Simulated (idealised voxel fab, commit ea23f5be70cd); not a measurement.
process module | voxel ribs on slabs
cross-section cut | 270 nm wide | cells 5 nm
A cross-section is a grid of square cells, given in bands from the top down. A band is one or more rows of cells.
Each band's line starts with the height of the band's top and of its bottom, in nm. Then come its materials from left to right, each with its width in nm. One material with "throughout" fills the band from edge to edge. "air" is empty space.
Height 0 is the level under which the wafer as received is all one material. The lowest band goes on downwards, as in "0 down".
A width such as "30 to 40" changes by the same amount from each row of cells to the next, from the band's top row to its bottom row.
"no change" after a step means that no cell of the cross-section changed.
closed voids: empty space of 8 cells or more with no open way to the top, each as width x height at its distance from the left edge, in nm
after a step's settings: what the simulator itself notes on the step
overlay nm, on a step with a mask: how far to the right of its planned place the mask lay; to the left if negative
plan
1 op RECEIVE | material Si
2 op DIRECTIONAL_DEP | material SiO2 | thk nm 20
3 op DIRECTIONAL_DEP | material polySi | thk nm 15
4 op MASKED_ETCH | tone cover | mask id RIB | width nm 30 | etch materials polySi | depth nm 5 | overlay nm 0
5 op PATTERN | tone cover | mask id SLAB | material resist | width nm 60 | thk nm 15 | overlay nm 0
6 op DIRECTIONAL_ETCH | etch materials polySi | depth nm 10
7 op STRIP | etch materials resist
8 op FILL_DEP | material SiO2 | thk nm 20
9 op CMP | height nm 50
10 op DIRECTIONAL_DEP | material W | thk nm 5
11 op DIRECTIONAL_DEP | material aC | thk nm 10
12 op PATTERN | tone cover | mask id HEATER | material resist | width nm 40 | thk nm 25 | overlay nm 0
13 op DIRECTIONAL_ETCH | etch materials aC | depth nm 10
14 op STRIP | etch materials resist
15 op DIRECTIONAL_ETCH | etch materials W | depth nm 5
16 op STRIP | etch materials aC
17 op CONFORMAL_DEP | material SiO2 | thk nm 5
first wafer, as planned
as received, after step 1
  0 down: Si throughout
  closed voids: none
after step 2
  20 to 0: SiO2 throughout
  below 0: unchanged
after step 3
  35 to 20: polySi throughout
  below 20: unchanged
after step 4
  35 to 30: air 120 | polySi 30 | air 120
  below 30: unchanged
after step 5
  50 to 35: air 105 | resist 60 | air 105
  35 to 30: air 105 | resist 15 | polySi 30 | resist 15 | air 105
  below 30: unchanged
after step 6
  50 to 35: air 105 | resist 60 | air 105
  35 to 30: air 105 | resist 15 | polySi 30 | resist 15 | air 105
  30 to 20: air 105 | polySi 60 | air 105
  below 20: unchanged
after step 7
  35 to 30: air 120 | polySi 30 | air 120
  below 30: unchanged
after step 8
  55 to 35: SiO2 throughout
  35 to 30: SiO2 120 | polySi 30 | SiO2 120
  30 to 20: SiO2 105 | polySi 60 | SiO2 105
  below 20: unchanged
after step 9
  50 to 35: SiO2 throughout
  below 35: unchanged
after step 10
  55 to 50: W throughout
  below 50: unchanged
after step 11
  65 to 55: aC throughout
  below 55: unchanged
after step 12
  90 to 65: air 115 | resist 40 | air 115
  below 65: unchanged
after step 13
  80 to 65: air 115 | resist 40 | air 115
  65 to 55: air 115 | aC 40 | air 115
  below 55: unchanged
after step 14
  65 to 55: air 115 | aC 40 | air 115
  below 55: unchanged
after step 15
  65 to 55: air 115 | aC 40 | air 115
  55 to 50: air 115 | W 40 | air 115
  below 50: unchanged
after step 16
  55 to 50: air 115 | W 40 | air 115
  below 50: unchanged
after step 17
  60 to 55: air 110 | SiO2 50 | air 110
  55 to 50: SiO2 115 | W 40 | SiO2 115
  below 50: unchanged
second wafer: like start, like plan, one mistake. Through step 1 it matches the first wafer
when step 2 should have ended
  40 to 0: SiO2 throughout
  below 0: unchanged
when step 3 should have ended
  55 to 40: polySi throughout
  below 40: unchanged
when step 4 should have ended
  55 to 50: air 120 | polySi 30 | air 120
  below 50: unchanged
when step 5 should have ended
  70 to 55: air 105 | resist 60 | air 105
  55 to 50: air 105 | resist 15 | polySi 30 | resist 15 | air 105
  below 50: unchanged
when step 6 should have ended
  70 to 55: air 105 | resist 60 | air 105
  55 to 50: air 105 | resist 15 | polySi 30 | resist 15 | air 105
  50 to 40: air 105 | polySi 60 | air 105
  below 40: unchanged
when step 7 should have ended
  55 to 50: air 120 | polySi 30 | air 120
  below 50: unchanged
when step 8 should have ended
  75 to 55: SiO2 throughout
  55 to 50: SiO2 120 | polySi 30 | SiO2 120
  50 to 40: SiO2 105 | polySi 60 | SiO2 105
  below 40: unchanged
when step 9 should have ended
  50 to 40: SiO2 105 | polySi 60 | SiO2 105
  below 40: unchanged
when step 10 should have ended
  55 to 50: W throughout
  below 50: unchanged
when step 11 should have ended
  65 to 55: aC throughout
  below 55: unchanged
when step 12 should have ended
  90 to 65: air 115 | resist 40 | air 115
  below 65: unchanged
when step 13 should have ended
  80 to 65: air 115 | resist 40 | air 115
  65 to 55: air 115 | aC 40 | air 115
  below 55: unchanged
when step 14 should have ended
  65 to 55: air 115 | aC 40 | air 115
  below 55: unchanged
when step 15 should have ended
  65 to 55: air 115 | aC 40 | air 115
  55 to 50: air 115 | W 40 | air 115
  below 50: unchanged
when step 16 should have ended
  55 to 50: air 115 | W 40 | air 115
  below 50: unchanged
when step 17 should have ended
  60 to 55: air 110 | SiO2 50 | air 110
  55 to 50: SiO2 115 | W 40 | SiO2 115
  below 50: unchanged
what went wrong: step 2 was run twice
at the end the second wafer has, in cells: 6 more of SiO2 | 6 fewer of polySi
